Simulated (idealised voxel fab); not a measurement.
Process module under the name voxel ribs on slabs
Square cell edge 5 nm, section width 250 nm, ID cut.
Reading order for cross-sections: top band down to bottom band. Underlying form: a grid of square cells. Band size: one or more rows of cells. Band: top and bottom heights (nm) first, top before bottom; then materials from left to right, widths in nm. "edge to edge" marks a sole material filling the band edge to edge. "empty" denotes empty space. The reference from which all heights are counted is 0, the level beneath which the as-received wafer is entirely one material; the lowest band, having no lower bound, proceeds downward and is written after the example "0 nm and below". A two-number width, for instance "30 to 40", indicates that the width is equal to the first number in the top row of the band and to the second number in the bottom row, and that it changes by a constant amount per row of cells. "stayed the same" for a step: no cell of the cross-section changed in that step. "Enclosed void listing" specifies each empty space that is not open to the top and that occupies no fewer than 8 cells, using the form width x height at distance, the distance measured from the left edge and all three quantities in nm. Heads up: the bit after the settings on a step's line is the simulator's remark on that step. On any step carrying a mask, the "overlay nm" setting, if present on the step's line, tells how far right of its planned place the mask lay; negative values point to the left.
[plan]
1. RECEIVE [material Si]
2. DIRECTIONAL_DEP [material SiO2] [thk nm 20]
3. DIRECTIONAL_DEP [material polySi] [thk nm 20]
4. MASKED_ETCH [tone cover] [mask id RIB] [width nm 20] [etch materials polySi] [depth nm 5] [overlay nm 0]
5. DIRECTIONAL_DEP [material aC] [thk nm 10]
6. PATTERN [tone cover] [mask id SLAB] [material resist] [width nm 80] [thk nm 30] [overlay nm 0]
7. DIRECTIONAL_ETCH [etch materials aC] [depth nm 10]
8. STRIP [etch materials resist]
9. DIRECTIONAL_ETCH [etch materials polySi] [depth nm 15]
10. STRIP [etch materials aC]
11. FILL_DEP [material SiO2] [thk nm 30]
12. CMP [height nm 60]
13. DIRECTIONAL_DEP [material W] [thk nm 5]
14. MASKED_ETCH [tone cover] [mask id HEATER] [width nm 30] [etch materials W] [depth nm 5] [overlay nm 0]
15. CONFORMAL_DEP [material SiN] [thk nm 10]
[As-received wafer cross-section (after step 1)]
* 0 nm and below = Si edge to edge
* Enclosed void listing: none
[The cross-section shown corresponds to the wafer at the conclusion of the module. The initial structure and the process plan are those presented above; however, one mistake occurred in executing the plan]
* 75 nm to 70 nm = empty: 100 | SiN: 50 | empty: 100
* 70 nm to 65 nm = SiN edge to edge
* 65 nm to 60 nm = SiN: 110 | W: 30 | SiN: 110
* 60 nm to 40 nm = SiO2 edge to edge
* 40 nm to 35 nm = SiO2: 110 | polySi: 20 | SiO2: 120
* 35 nm to 20 nm = SiO2: 85 | polySi: 80 | SiO2: 85
* 20 nm to 0 nm = SiO2 edge to edge
* 0 nm and below = Si edge to edge
* Enclosed void listing: none
Deviation noted in wafer processing: step 4 was not run as planned; what actually ran was MASKED_ETCH [tone cover] [mask id RIB] [width nm 20] [etch materials polySi] [depth nm 5] [overlay nm -5]
